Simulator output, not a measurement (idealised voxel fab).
process module | voxel gate over fins
cross-section cut | 250 nm wide | cells 5 nm
A cross-section is a grid of square cells, given in bands from the top down. A band is one or more rows of cells.
Each band's line starts with the height of the band's top and of its bottom, in nm. Then come its materials from left to right, each with its width in nm. One material with "throughout" fills the band from edge to edge. "air" is empty space.
Height 0 is the level under which the wafer as received is all one material. The lowest band goes on downwards, as in "0 down".
A width such as "30 to 40" changes by the same amount from each row of cells to the next, from the band's top row to its bottom row.
"no change" after a step means that no cell of the cross-section changed.
closed voids: empty space of 8 cells or more with no open way to the top, each as width x height at its distance from the left edge, in nm
after a step's settings: what the simulator itself notes on the step
overlay nm, on a step with a mask: how far to the right of its planned place the mask lay; to the left if negative
Each pair below shows a cross-section before one step and the cross-section after it, down to the lowest band that changed. The line under each pair gives the step between them, with its settings. The pairs can come from different runs of this module on the same starting wafer, so a pair continues from the pair above only where its "before" says so.
before
  0 down: Si throughout
  closed voids: none
after
  10 to 0: SiN throughout
  below 0: unchanged
  closed voids: none
the step between: op CONFORMAL_DEP | material SiN | thk nm 10
before: the cross-section after the pair above
after
  25 to 10: aC throughout
  below 10: unchanged
  closed voids: none
the step between: op DIRECTIONAL_DEP | material aC | thk nm 15
before: the cross-section after the pair above
after
  60 to 25: air 90 | resist 15 | air 40 | resist 15 | air 90
  below 25: unchanged
  closed voids: none
the step between: op PATTERN | tone cover | mask id FINS | material resist | width nm 15 | pitch nm 55 | thk nm 35 | overlay nm 0
before: the cross-section after the pair above
after
  45 to 25: air 90 | resist 15 | air 40 | resist 15 | air 90
  25 to 10: air 90 | aC 15 | air 40 | aC 15 | air 90
  below 10: unchanged
  closed voids: none
the step between: op DIRECTIONAL_ETCH | etch materials aC | depth nm 15
before: the cross-section after the pair above
after
  25 to 10: air 90 | aC 15 | air 40 | aC 15 | air 90
  below 10: unchanged
  closed voids: none
the step between: op STRIP | etch materials resist
before: the cross-section after the pair above
after
  25 to 10: air 90 | aC 15 | air 40 | aC 15 | air 90
  10 to 0: air 90 | SiN 15 | air 40 | SiN 15 | air 90
  below 0: unchanged
  closed voids: none
the step between: op DIRECTIONAL_ETCH | etch materials SiN | depth nm 10
before: the cross-section after the pair above
after
  25 to 10: air 90 | aC 15 | air 40 | aC 15 | air 90
  10 to 0: air 90 | SiN 15 | air 40 | SiN 15 | air 90
  0 to -30: air 90 | Si 15 | air 40 | Si 15 | air 90
  below -30: unchanged
  closed voids: none
the step between: op DIRECTIONAL_ETCH | etch materials Si | depth nm 30
before: the cross-section after the pair above
after
  10 to 0: air 90 | SiN 15 | air 40 | SiN 15 | air 90
  below 0: unchanged
  closed voids: none
the step between: op STRIP | etch materials aC
before: the cross-section after the pair above
after
  10 to 0: air 90 | SiN 15 | air 40 | SiN 15 | air 90
  0 to -30: air 90 | SiO2 5 | Si 5 | SiO2 5 | air 40 | SiO2 5 | Si 5 | SiO2 5 | air 90
  -30 to -35: SiO2 95 | Si 5 | SiO2 50 | Si 5 | SiO2 95
  below -35: unchanged
  closed voids: none
the step between: op OXIDIZE | depth nm 5
before: the cross-section after the pair above
after
  20 to 10: SiO2 throughout
  10 to 0: SiO2 90 | SiN 15 | SiO2 40 | SiN 15 | SiO2 90
  0 to -35: SiO2 95 | Si 5 | SiO2 50 | Si 5 | SiO2 95
  below -35: unchanged
  closed voids: none
the step between: op FILL_DEP | material SiO2 | thk nm 10
before: the cross-section after the pair above
after
  10 to 0: SiO2 90 | SiN 15 | SiO2 40 | SiN 15 | SiO2 90
  below 0: unchanged
  closed voids: none
the step between: op CMP | height nm 10
before: the cross-section after the pair above
after
  25 to 10: aC throughout
  below 10: unchanged
  closed voids: none
the step between: op DIRECTIONAL_DEP | material aC | thk nm 15
before: the cross-section after the pair above
after
  55 to 25: resist 115 | air 15 | resist 120
  below 25: unchanged
  closed voids: none
the step between: op PATTERN | tone open | mask id RAIL | material resist | width nm 15 | thk nm 30 | overlay nm 0
before: the cross-section after the pair above
after
  40 to 25: resist 115 | air 15 | resist 120
  25 to 10: aC 115 | air 15 | aC 120
  below 10: unchanged
  closed voids: none
the step between: op DIRECTIONAL_ETCH | etch materials aC | depth nm 15
before: the cross-section after the pair above
after
  25 to 10: aC 115 | air 15 | aC 120
  below 10: unchanged
  closed voids: none
the step between: op STRIP | etch materials resist
before: the cross-section after the pair above
after
  25 to 10: aC 115 | air 15 | aC 120
  10 to 0: SiO2 90 | SiN 15 | SiO2 10 | air 15 | SiO2 15 | SiN 15 | SiO2 90
  0 to -25: SiO2 95 | Si 5 | SiO2 15 | air 15 | SiO2 20 | Si 5 | SiO2 95
  below -25: unchanged
  closed voids: none
the step between: op DIRECTIONAL_ETCH | etch materials SiO2 | depth nm 35
before: the cross-section after the pair above
after
  10 to 0: SiO2 90 | SiN 15 | SiO2 10 | air 15 | SiO2 15 | SiN 15 | SiO2 90
  below 0: unchanged
  closed voids: none
the step between: op STRIP | etch materials aC
before: the cross-section after the pair above
after
  15 to 10: TiN 120 | air 5 | TiN 125
  10 to 0: SiO2 90 | SiN 15 | SiO2 10 | TiN 5 | air 5 | TiN 5 | SiO2 15 | SiN 15 | SiO2 90
  0 to -20: SiO2 95 | Si 5 | SiO2 15 | TiN 5 | air 5 | TiN 5 | SiO2 20 | Si 5 | SiO2 95
  -20 to -25: SiO2 95 | Si 5 | SiO2 15 | TiN 15 | SiO2 20 | Si 5 | SiO2 95
  below -25: unchanged
  closed voids: none
the step between: op CONFORMAL_DEP | material TiN | thk nm 5
before: the cross-section after the pair above
after
  20 to 15: Ru throughout
  15 to 10: TiN 120 | Ru 5 | TiN 125
  10 to 0: SiO2 90 | SiN 15 | SiO2 10 | TiN 5 | Ru 5 | TiN 5 | SiO2 15 | SiN 15 | SiO2 90
  0 to -20: SiO2 95 | Si 5 | SiO2 15 | TiN 5 | Ru 5 | TiN 5 | SiO2 20 | Si 5 | SiO2 95
  below -20: unchanged
  closed voids: none
the step between: op FILL_DEP | material Ru | thk nm 5
before: the cross-section after the pair above
after
  10 to 0: SiO2 90 | SiN 15 | SiO2 10 | TiN 5 | Ru 5 | TiN 5 | SiO2 15 | SiN 15 | SiO2 90
  below 0: unchanged
  closed voids: none
the step between: op CMP | height nm 10
before: the cross-section after the pair above
after
  10 to 0: SiO2 90 | SiN 15 | SiO2 10 | air 15 | SiO2 15 | SiN 15 | SiO2 90
  0 to -20: SiO2 95 | Si 5 | SiO2 15 | air 15 | SiO2 20 | Si 5 | SiO2 95
  below -20: unchanged
  closed voids: none
the step between: op SELECTIVE_ETCH | etch materials W Ru TiN | depth nm 30
before: the cross-section after the pair above
after
  15 to 10: SiO2 throughout
  10 to 0: SiO2 90 | SiN 15 | SiO2 40 | SiN 15 | SiO2 90
  0 to -20: SiO2 95 | Si 5 | SiO2 50 | Si 5 | SiO2 95
  below -20: unchanged
  closed voids: none
the step between: op FILL_DEP | material SiO2 | thk nm 5
before: the cross-section after the pair above
after
  10 to 0: SiO2 90 | SiN 15 | SiO2 40 | SiN 15 | SiO2 90
  below 0: unchanged
  closed voids: none
the step between: op CMP | height nm 10
before: the cross-section after the pair above
after
  10 to 0: air 90 | SiN 15 | air 40 | SiN 15 | air 90
  0 to -10: air 95 | Si 5 | air 50 | Si 5 | air 95
  below -10: unchanged
  closed voids: none
the step between: op SELECTIVE_ETCH | etch materials SiO2 | depth nm 20
before: the cross-section after the pair above
after
  0 to -10: air 95 | Si 5 | air 50 | Si 5 | air 95
  below -10: unchanged
  closed voids: none
the step between: op STRIP | etch materials SiN
before: the cross-section after the pair above
after
  5 to 0: air 90 | HfO2 15 | air 40 | HfO2 15 | air 90
  0 to -5: air 90 | HfO2 5 | Si 5 | HfO2 5 | air 40 | HfO2 5 | Si 5 | HfO2 5 | air 90
  -5 to -10: HfO2 95 | Si 5 | HfO2 50 | Si 5 | HfO2 95
  below -10: unchanged
  closed voids: none
the step between: op CONFORMAL_DEP | material HfO2 | thk nm 5
before: the cross-section after the pair above
after
  10 to 5: air 85 | TiN 25 | air 30 | TiN 25 | air 85
  5 to 0: air 85 | TiN 5 | HfO2 15 | TiN 5 | air 30 | TiN 5 | HfO2 15 | TiN 5 | air 85
  0 to -5: TiN 90 | HfO2 5 | Si 5 | HfO2 5 | TiN 40 | HfO2 5 | Si 5 | HfO2 5 | TiN 90
  below -5: unchanged
  closed voids: none
the step between: op CONFORMAL_DEP | material TiN | thk nm 5
before: the cross-section after the pair above
after
  25 to 10: W throughout
  10 to 5: W 85 | TiN 25 | W 30 | TiN 25 | W 85
  5 to 0: W 85 | TiN 5 | HfO2 15 | TiN 5 | W 30 | TiN 5 | HfO2 15 | TiN 5 | W 85
  below 0: unchanged
  closed voids: none
the step between: op FILL_DEP | material W | thk nm 15
before: the cross-section after the pair above
after
  20 to 10: W throughout
  below 10: unchanged
  closed voids: none
the step between: op CMP | height nm 20
before: the cross-section after the pair above
after
  30 to 20: SiN throughout
  below 20: unchanged
  closed voids: none
the step between: op CONFORMAL_DEP | material SiN | thk nm 10
before
  0 to -10: air 95 | Si 5 | air 50 | Si 5 | air 95
  -10 to -20: SiO2 95 | Si 5 | SiO2 50 | Si 5 | SiO2 95
  -20 to -25: SiO2 95 | Si 5 | SiO2 15 | TiN 15 | SiO2 20 | Si 5 | SiO2 95
  -25 to -35: SiO2 95 | Si 5 | SiO2 50 | Si 5 | SiO2 95
  -35 down: Si throughout
  closed voids: none
after
  5 to 0: air 90 | TiN 15 | air 40 | TiN 15 | air 90
  0 to -5: air 90 | TiN 5 | Si 5 | TiN 5 | air 40 | TiN 5 | Si 5 | TiN 5 | air 90
  -5 to -10: TiN 95 | Si 5 | TiN 50 | Si 5 | TiN 95
  below -10: unchanged
  closed voids: none
the step between: op CONFORMAL_DEP | material TiN | thk nm 5
before: the cross-section after the pair above
after
  20 to 5: W throughout
  5 to 0: W 90 | TiN 15 | W 40 | TiN 15 | W 90
  0 to -5: W 90 | TiN 5 | Si 5 | TiN 5 | W 40 | TiN 5 | Si 5 | TiN 5 | W 90
  below -5: unchanged
  closed voids: none
the step between: op FILL_DEP | material W | thk nm 15
before: the cross-section after the pair above
after
  30 to 20: SiN throughout
  below 20: unchanged
  closed voids: none
the step between: op CONFORMAL_DEP | material SiN | thk nm 10
before
  25 to 10: air 90 | aC 15 | air 40 | aC 15 | air 90
  10 to 0: air 90 | SiN 15 | air 40 | SiN 15 | air 90
  0 to -30: air 90 | Si 15 | air 40 | Si 15 | air 90
  -30 down: Si throughout
  closed voids: none
after
  25 to 10: air 90 | aC 15 | air 40 | aC 15 | air 90
  10 to 0: air 90 | SiN 15 | air 40 | SiN 15 | air 90
  0 to -60: air 90 | Si 15 | air 40 | Si 15 | air 90
  below -60: unchanged
  closed voids: none
the step between: op DIRECTIONAL_ETCH | etch materials Si | depth nm 30
before: the cross-section after the pair above
after
  10 to 0: air 90 | SiN 15 | air 40 | SiN 15 | air 90
  below 0: unchanged
  closed voids: none
the step between: op STRIP | etch materials aC
before: the cross-section after the pair above
after
  10 to 0: air 90 | SiN 15 | air 40 | SiN 15 | air 90
  0 to -60: air 90 | SiO2 5 | Si 5 | SiO2 5 | air 40 | SiO2 5 | Si 5 | SiO2 5 | air 90
  -60 to -65: SiO2 95 | Si 5 | SiO2 50 | Si 5 | SiO2 95
  below -65: unchanged
  closed voids: none
the step between: op OXIDIZE | depth nm 5
before: the cross-section after the pair above
after
  20 to 10: SiO2 throughout
  10 to 0: SiO2 90 | SiN 15 | SiO2 40 | SiN 15 | SiO2 90
  0 to -65: SiO2 95 | Si 5 | SiO2 50 | Si 5 | SiO2 95
  below -65: unchanged
  closed voids: none
the step between: op FILL_DEP | material SiO2 | thk nm 10
before: the cross-section after the pair above
after
  10 to 0: SiO2 90 | SiN 15 | SiO2 40 | SiN 15 | SiO2 90
  below 0: unchanged
  closed voids: none
the step between: op CMP | height nm 10
before: the cross-section after the pair above
after
  25 to 10: aC throughout
  below 10: unchanged
  closed voids: none
the step between: op DIRECTIONAL_DEP | material aC | thk nm 15
before: the cross-section after the pair above
after
  55 to 25: resist 115 | air 15 | resist 120
  below 25: unchanged
  closed voids: none
the step between: op PATTERN | tone open | mask id RAIL | material resist | width nm 15 | thk nm 30 | overlay nm 0
before: the cross-section after the pair above
after
  40 to 25: resist 115 | air 15 | resist 120
  25 to 10: aC 115 | air 15 | aC 120
  below 10: unchanged
  closed voids: none
the step between: op DIRECTIONAL_ETCH | etch materials aC | depth nm 15
before: the cross-section after the pair above
after
  25 to 10: aC 115 | air 15 | aC 120
  below 10: unchanged
  closed voids: none
the step between: op STRIP | etch materials resist
before: the cross-section after the pair above
after
  25 to 10: aC 115 | air 15 | aC 120
  10 to 0: SiO2 90 | SiN 15 | SiO2 10 | air 15 | SiO2 15 | SiN 15 | SiO2 90
  0 to -25: SiO2 95 | Si 5 | SiO2 15 | air 15 | SiO2 20 | Si 5 | SiO2 95
  below -25: unchanged
  closed voids: none
the step between: op DIRECTIONAL_ETCH | etch materials SiO2 | depth nm 35
before: the cross-section after the pair above
after
  10 to 0: SiO2 90 | SiN 15 | SiO2 10 | air 15 | SiO2 15 | SiN 15 | SiO2 90
  below 0: unchanged
  closed voids: none
the step between: op STRIP | etch materials aC
before: the cross-section after the pair above
after
  15 to 10: TiN 120 | air 5 | TiN 125
  10 to 0: SiO2 90 | SiN 15 | SiO2 10 | TiN 5 | air 5 | TiN 5 | SiO2 15 | SiN 15 | SiO2 90
  0 to -20: SiO2 95 | Si 5 | SiO2 15 | TiN 5 | air 5 | TiN 5 | SiO2 20 | Si 5 | SiO2 95
  -20 to -25: SiO2 95 | Si 5 | SiO2 15 | TiN 15 | SiO2 20 | Si 5 | SiO2 95
  below -25: unchanged
  closed voids: none
the step between: op CONFORMAL_DEP | material TiN | thk nm 5
before: the cross-section after the pair above
after
  20 to 15: Ru throughout
  15 to 10: TiN 120 | Ru 5 | TiN 125
  10 to 0: SiO2 90 | SiN 15 | SiO2 10 | TiN 5 | Ru 5 | TiN 5 | SiO2 15 | SiN 15 | SiO2 90
  0 to -20: SiO2 95 | Si 5 | SiO2 15 | TiN 5 | Ru 5 | TiN 5 | SiO2 20 | Si 5 | SiO2 95
  below -20: unchanged
  closed voids: none
the step between: op FILL_DEP | material Ru | thk nm 5
before: the cross-section after the pair above
after
  10 to 0: SiO2 90 | SiN 15 | SiO2 10 | TiN 5 | Ru 5 | TiN 5 | SiO2 15 | SiN 15 | SiO2 90
  below 0: unchanged
  closed voids: none
the step between: op CMP | height nm 10
before: the cross-section after the pair above
after
  10 to 0: SiO2 90 | SiN 15 | SiO2 10 | air 15 | SiO2 15 | SiN 15 | SiO2 90
  0 to -20: SiO2 95 | Si 5 | SiO2 15 | air 15 | SiO2 20 | Si 5 | SiO2 95
  below -20: unchanged
  closed voids: none
the step between: op SELECTIVE_ETCH | etch materials W Ru TiN | depth nm 30
before: the cross-section after the pair above
after
  15 to 10: SiO2 throughout
  10 to 0: SiO2 90 | SiN 15 | SiO2 40 | SiN 15 | SiO2 90
  0 to -20: SiO2 95 | Si 5 | SiO2 50 | Si 5 | SiO2 95
  below -20: unchanged
  closed voids: none
the step between: op FILL_DEP | material SiO2 | thk nm 5
before: the cross-section after the pair above
after
  10 to 0: SiO2 90 | SiN 15 | SiO2 40 | SiN 15 | SiO2 90
  below 0: unchanged
  closed voids: none
the step between: op CMP | height nm 10
before: the cross-section after the pair above
after
  10 to 0: air 90 | SiN 15 | air 40 | SiN 15 | air 90
  0 to -10: air 95 | Si 5 | air 50 | Si 5 | air 95
  below -10: unchanged
  closed voids: none
the step between: op SELECTIVE_ETCH | etch materials SiO2 | depth nm 20
before: the cross-section after the pair above
after
  0 to -10: air 95 | Si 5 | air 50 | Si 5 | air 95
  below -10: unchanged
  closed voids: none
the step between: op STRIP | etch materials SiN
before: the cross-section after the pair above
after
  5 to 0: air 90 | HfO2 15 | air 40 | HfO2 15 | air 90
  0 to -5: air 90 | HfO2 5 | Si 5 | HfO2 5 | air 40 | HfO2 5 | Si 5 | HfO2 5 | air 90
  -5 to -10: HfO2 95 | Si 5 | HfO2 50 | Si 5 | HfO2 95
  below -10: unchanged
  closed voids: none
the step between: op CONFORMAL_DEP | material HfO2 | thk nm 5
before: the cross-section after the pair above
after
  10 to 5: air 85 | TiN 25 | air 30 | TiN 25 | air 85
  5 to 0: air 85 | TiN 5 | HfO2 15 | TiN 5 | air 30 | TiN 5 | HfO2 15 | TiN 5 | air 85
  0 to -5: TiN 90 | HfO2 5 | Si 5 | HfO2 5 | TiN 40 | HfO2 5 | Si 5 | HfO2 5 | TiN 90
  below -5: unchanged
  closed voids: none
the step between: op CONFORMAL_DEP | material TiN | thk nm 5
before: the cross-section after the pair above
after
  25 to 10: W throughout
  10 to 5: W 85 | TiN 25 | W 30 | TiN 25 | W 85
  5 to 0: W 85 | TiN 5 | HfO2 15 | TiN 5 | W 30 | TiN 5 | HfO2 15 | TiN 5 | W 85
  below 0: unchanged
  closed voids: none
the step between: op FILL_DEP | material W | thk nm 15
before: the cross-section after the pair above
after
  20 to 10: W throughout
  below 10: unchanged
  closed voids: none
the step between: op CMP | height nm 20
before: the cross-section after the pair above
after
  30 to 20: SiN throughout
  below 20: unchanged
  closed voids: none
the step between: op CONFORMAL_DEP | material SiN | thk nm 10
before
  5 to 0: air 90 | TiN 15 | air 40 | TiN 15 | air 90
  0 to -5: air 90 | TiN 5 | Si 5 | TiN 5 | air 40 | TiN 5 | Si 5 | TiN 5 | air 90
  -5 to -10: TiN 95 | Si 5 | TiN 50 | Si 5 | TiN 95
  -10 to -20: SiO2 95 | Si 5 | SiO2 50 | Si 5 | SiO2 95
  -20 to -25: SiO2 95 | Si 5 | SiO2 15 | TiN 15 | SiO2 20 | Si 5 | SiO2 95
  -25 to -35: SiO2 95 | Si 5 | SiO2 50 | Si 5 | SiO2 95
  -35 down: Si throughout
  closed voids: none
after
  10 to 5: air 85 | HfO2 25 | air 30 | HfO2 25 | air 85
  5 to 0: air 85 | HfO2 5 | TiN 15 | HfO2 5 | air 30 | HfO2 5 | TiN 15 | HfO2 5 | air 85
  0 to -5: HfO2 90 | TiN 5 | Si 5 | TiN 5 | HfO2 40 | TiN 5 | Si 5 | TiN 5 | HfO2 90
  below -5: unchanged
  closed voids: none
the step between: op CONFORMAL_DEP | material HfO2 | thk nm 5
before: the cross-section after the pair above
after
  25 to 10: W throughout
  10 to 5: W 85 | HfO2 25 | W 30 | HfO2 25 | W 85
  5 to 0: W 85 | HfO2 5 | TiN 15 | HfO2 5 | W 30 | HfO2 5 | TiN 15 | HfO2 5 | W 85
  below 0: unchanged
  closed voids: none
the step between: op FILL_DEP | material W | thk nm 15
before: the cross-section after the pair above
after
  20 to 10: W throughout
  below 10: unchanged
  closed voids: none
the step between: op CMP | height nm 20
before: the cross-section after the pair above
after
  30 to 20: SiN throughout
  below 20: unchanged
  closed voids: none
the step between: op CONFORMAL_DEP | material SiN | thk nm 10
before
  20 to 10: W throughout
  10 to 5: W 85 | TiN 25 | W 30 | TiN 25 | W 85
  5 to 0: W 85 | TiN 5 | HfO2 15 | TiN 5 | W 30 | TiN 5 | HfO2 15 | TiN 5 | W 85
  0 to -5: TiN 90 | HfO2 5 | Si 5 | HfO2 5 | TiN 40 | HfO2 5 | Si 5 | HfO2 5 | TiN 90
  -5 to -10: HfO2 95 | Si 5 | HfO2 50 | Si 5 | HfO2 95
  -10 to -20: SiO2 95 | Si 5 | SiO2 50 | Si 5 | SiO2 95
  -20 to -25: SiO2 95 | Si 5 | SiO2 15 | TiN 15 | SiO2 20 | Si 5 | SiO2 95
  -25 to -35: SiO2 95 | Si 5 | SiO2 50 | Si 5 | SiO2 95
  -35 down: Si throughout
  closed voids: none
after
  35 to 20: SiN throughout
  below 20: unchanged
  closed voids: none
the step between: op CONFORMAL_DEP | material SiN | thk nm 15
before
  25 to 10: aC throughout
  10 to 0: SiO2 90 | SiN 15 | SiO2 40 | SiN 15 | SiO2 90
  0 to -35: SiO2 95 | Si 5 | SiO2 50 | Si 5 | SiO2 95
  -35 down: Si throughout
  closed voids: none
after
  55 to 25: resist 110 | air 25 | resist 115
  below 25: unchanged
  closed voids: none
the step between: op PATTERN | tone open | mask id RAIL | material resist | width nm 25 | thk nm 30 | overlay nm 0
before: the cross-section after the pair above
after
  40 to 25: resist 110 | air 25 | resist 115
  25 to 10: aC 110 | air 25 | aC 115
  below 10: unchanged
  closed voids: none
the step between: op DIRECTIONAL_ETCH | etch materials aC | depth nm 15
before: the cross-section after the pair above
after
  25 to 10: aC 110 | air 25 | aC 115
  below 10: unchanged
  closed voids: none
the step between: op STRIP | etch materials resist
before: the cross-section after the pair above
after
  25 to 10: aC 110 | air 25 | aC 115
  10 to 0: SiO2 90 | SiN 15 | SiO2 5 | air 25 | SiO2 10 | SiN 15 | SiO2 90
  0 to -25: SiO2 95 | Si 5 | SiO2 10 | air 25 | SiO2 15 | Si 5 | SiO2 95
  below -25: unchanged
  closed voids: none
the step between: op DIRECTIONAL_ETCH | etch materials SiO2 | depth nm 35
before: the cross-section after the pair above
after
  10 to 0: SiO2 90 | SiN 15 | SiO2 5 | air 25 | SiO2 10 | SiN 15 | SiO2 90
  below 0: unchanged
  closed voids: none
the step between: op STRIP | etch materials aC
before: the cross-section after the pair above
after
  15 to 10: TiN 115 | air 15 | TiN 120
  10 to 0: SiO2 90 | SiN 15 | SiO2 5 | TiN 5 | air 15 | TiN 5 | SiO2 10 | SiN 15 | SiO2 90
  0 to -20: SiO2 95 | Si 5 | SiO2 10 | TiN 5 | air 15 | TiN 5 | SiO2 15 | Si 5 | SiO2 95
  -20 to -25: SiO2 95 | Si 5 | SiO2 10 | TiN 25 | SiO2 15 | Si 5 | SiO2 95
  below -25: unchanged
  closed voids: none
the step between: op CONFORMAL_DEP | material TiN | thk nm 5
before: the cross-section after the pair above
after
  20 to 15: Ru throughout
  15 to 10: TiN 115 | Ru 15 | TiN 120
  10 to 0: SiO2 90 | SiN 15 | SiO2 5 | TiN 5 | Ru 15 | TiN 5 | SiO2 10 | SiN 15 | SiO2 90
  0 to -20: SiO2 95 | Si 5 | SiO2 10 | TiN 5 | Ru 15 | TiN 5 | SiO2 15 | Si 5 | SiO2 95
  below -20: unchanged
  closed voids: none
the step between: op FILL_DEP | material Ru | thk nm 5
before: the cross-section after the pair above
after
  10 to 0: SiO2 90 | SiN 15 | SiO2 5 | TiN 5 | Ru 15 | TiN 5 | SiO2 10 | SiN 15 | SiO2 90
  below 0: unchanged
  closed voids: none
the step between: op CMP | height nm 10
before: the cross-section after the pair above
after
  10 to 0: SiO2 90 | SiN 15 | SiO2 5 | air 25 | SiO2 10 | SiN 15 | SiO2 90
  0 to -20: SiO2 95 | Si 5 | SiO2 10 | air 25 | SiO2 15 | Si 5 | SiO2 95
  below -20: unchanged
  closed voids: none
the step between: op SELECTIVE_ETCH | etch materials W Ru TiN | depth nm 30
before: the cross-section after the pair above
after
  15 to 10: SiO2 throughout
  10 to 0: SiO2 90 | SiN 15 | SiO2 40 | SiN 15 | SiO2 90
  0 to -20: SiO2 95 | Si 5 | SiO2 50 | Si 5 | SiO2 95
  below -20: unchanged
  closed voids: none
the step between: op FILL_DEP | material SiO2 | thk nm 5
before: the cross-section after the pair above
after
  10 to 0: SiO2 90 | SiN 15 | SiO2 40 | SiN 15 | SiO2 90
  below 0: unchanged
  closed voids: none
the step between: op CMP | height nm 10
before: the cross-section after the pair above
after
  10 to 0: air 90 | SiN 15 | air 40 | SiN 15 | air 90
  0 to -10: air 95 | Si 5 | air 50 | Si 5 | air 95
  below -10: unchanged
  closed voids: none
the step between: op SELECTIVE_ETCH | etch materials SiO2 | depth nm 20
before: the cross-section after the pair above
after
  0 to -10: air 95 | Si 5 | air 50 | Si 5 | air 95
  below -10: unchanged
  closed voids: none
the step between: op STRIP | etch materials SiN
before: the cross-section after the pair above
after
  5 to 0: air 90 | HfO2 15 | air 40 | HfO2 15 | air 90
  0 to -5: air 90 | HfO2 5 | Si 5 | HfO2 5 | air 40 | HfO2 5 | Si 5 | HfO2 5 | air 90
  -5 to -10: HfO2 95 | Si 5 | HfO2 50 | Si 5 | HfO2 95
  below -10: unchanged
  closed voids: none
the step between: op CONFORMAL_DEP | material HfO2 | thk nm 5
before: the cross-section after the pair above
after
  10 to 5: air 85 | TiN 25 | air 30 | TiN 25 | air 85
  5 to 0: air 85 | TiN 5 | HfO2 15 | TiN 5 | air 30 | TiN 5 | HfO2 15 | TiN 5 | air 85
  0 to -5: TiN 90 | HfO2 5 | Si 5 | HfO2 5 | TiN 40 | HfO2 5 | Si 5 | HfO2 5 | TiN 90
  below -5: unchanged
  closed voids: none
the step between: op CONFORMAL_DEP | material TiN | thk nm 5
before: the cross-section after the pair above
after
  25 to 10: W throughout
  10 to 5: W 85 | TiN 25 | W 30 | TiN 25 | W 85
  5 to 0: W 85 | TiN 5 | HfO2 15 | TiN 5 | W 30 | TiN 5 | HfO2 15 | TiN 5 | W 85
  below 0: unchanged
  closed voids: none
the step between: op FILL_DEP | material W | thk nm 15
before: the cross-section after the pair above
after
  20 to 10: W throughout
  below 10: unchanged
  closed voids: none
the step between: op CMP | height nm 20
before: the cross-section after the pair above
after
  30 to 20: SiN throughout
  below 20: unchanged
  closed voids: none
the step between: op CONFORMAL_DEP | material SiN | thk nm 10
before
  25 to 10: aC throughout
  10 to 0: SiO2 90 | SiN 15 | SiO2 40 | SiN 15 | SiO2 90
  0 to -35: SiO2 95 | Si 5 | SiO2 50 | Si 5 | SiO2 95
  -35 down: Si throughout
  closed voids: none
after
  55 to 25: resist 120 | air 15 | resist 115
  below 25: unchanged
  closed voids: none
the step between: op PATTERN | tone open | mask id RAIL | material resist | width nm 15 | thk nm 30 | overlay nm 5
before: the cross-section after the pair above
after
  40 to 25: resist 120 | air 15 | resist 115
  25 to 10: aC 120 | air 15 | aC 115
  below 10: unchanged
  closed voids: none
the step between: op DIRECTIONAL_ETCH | etch materials aC | depth nm 15
before: the cross-section after the pair above
after
  25 to 10: aC 120 | air 15 | aC 115
  below 10: unchanged
  closed voids: none
the step between: op STRIP | etch materials resist
before: the cross-section after the pair above
after
  25 to 10: aC 120 | air 15 | aC 115
  10 to 0: SiO2 90 | SiN 15 | SiO2 15 | air 15 | SiO2 10 | SiN 15 | SiO2 90
  0 to -25: SiO2 95 | Si 5 | SiO2 20 | air 15 | SiO2 15 | Si 5 | SiO2 95
  below -25: unchanged
  closed voids: none
the step between: op DIRECTIONAL_ETCH | etch materials SiO2 | depth nm 35
before: the cross-section after the pair above
after
  10 to 0: SiO2 90 | SiN 15 | SiO2 15 | air 15 | SiO2 10 | SiN 15 | SiO2 90
  below 0: unchanged
  closed voids: none
the step between: op STRIP | etch materials aC
before: the cross-section after the pair above
after
  15 to 10: TiN 125 | air 5 | TiN 120
  10 to 0: SiO2 90 | SiN 15 | SiO2 15 | TiN 5 | air 5 | TiN 5 | SiO2 10 | SiN 15 | SiO2 90
  0 to -20: SiO2 95 | Si 5 | SiO2 20 | TiN 5 | air 5 | TiN 5 | SiO2 15 | Si 5 | SiO2 95
  -20 to -25: SiO2 95 | Si 5 | SiO2 20 | TiN 15 | SiO2 15 | Si 5 | SiO2 95
  below -25: unchanged
  closed voids: none
the step between: op CONFORMAL_DEP | material TiN | thk nm 5
before: the cross-section after the pair above
after
  20 to 15: Ru throughout
  15 to 10: TiN 125 | Ru 5 | TiN 120
  10 to 0: SiO2 90 | SiN 15 | SiO2 15 | TiN 5 | Ru 5 | TiN 5 | SiO2 10 | SiN 15 | SiO2 90
  0 to -20: SiO2 95 | Si 5 | SiO2 20 | TiN 5 | Ru 5 | TiN 5 | SiO2 15 | Si 5 | SiO2 95
  below -20: unchanged
  closed voids: none
the step between: op FILL_DEP | material Ru | thk nm 5
before: the cross-section after the pair above
after
  10 to 0: SiO2 90 | SiN 15 | SiO2 15 | TiN 5 | Ru 5 | TiN 5 | SiO2 10 | SiN 15 | SiO2 90
  below 0: unchanged
  closed voids: none
the step between: op CMP | height nm 10
before: the cross-section after the pair above
after
  10 to 0: SiO2 90 | SiN 15 | SiO2 15 | air 15 | SiO2 10 | SiN 15 | SiO2 90
  0 to -20: SiO2 95 | Si 5 | SiO2 20 | air 15 | SiO2 15 | Si 5 | SiO2 95
  below -20: unchanged
  closed voids: none
the step between: op SELECTIVE_ETCH | etch materials W Ru TiN | depth nm 30
before: the cross-section after the pair above
after
  15 to 10: SiO2 throughout
  10 to 0: SiO2 90 | SiN 15 | SiO2 40 | SiN 15 | SiO2 90
  0 to -20: SiO2 95 | Si 5 | SiO2 50 | Si 5 | SiO2 95
  below -20: unchanged
  closed voids: none
the step between: op FILL_DEP | material SiO2 | thk nm 5
before: the cross-section after the pair above
after
  10 to 0: SiO2 90 | SiN 15 | SiO2 40 | SiN 15 | SiO2 90
  below 0: unchanged
  closed voids: none
the step between: op CMP | height nm 10
before: the cross-section after the pair above
after
  10 to 0: air 90 | SiN 15 | air 40 | SiN 15 | air 90
  0 to -10: air 95 | Si 5 | air 50 | Si 5 | air 95
  below -10: unchanged
  closed voids: none
the step between: op SELECTIVE_ETCH | etch materials SiO2 | depth nm 20
before: the cross-section after the pair above
after
  0 to -10: air 95 | Si 5 | air 50 | Si 5 | air 95
  below -10: unchanged
  closed voids: none
the step between: op STRIP | etch materials SiN
before: the cross-section after the pair above
after
  5 to 0: air 90 | HfO2 15 | air 40 | HfO2 15 | air 90
  0 to -5: air 90 | HfO2 5 | Si 5 | HfO2 5 | air 40 | HfO2 5 | Si 5 | HfO2 5 | air 90
  -5 to -10: HfO2 95 | Si 5 | HfO2 50 | Si 5 | HfO2 95
  below -10: unchanged
  closed voids: none
the step between: op CONFORMAL_DEP | material HfO2 | thk nm 5
before: the cross-section after the pair above
after
  10 to 5: air 85 | TiN 25 | air 30 | TiN 25 | air 85
  5 to 0: air 85 | TiN 5 | HfO2 15 | TiN 5 | air 30 | TiN 5 | HfO2 15 | TiN 5 | air 85
  0 to -5: TiN 90 | HfO2 5 | Si 5 | HfO2 5 | TiN 40 | HfO2 5 | Si 5 | HfO2 5 | TiN 90
  below -5: unchanged
  closed voids: none
the step between: op CONFORMAL_DEP | material TiN | thk nm 5
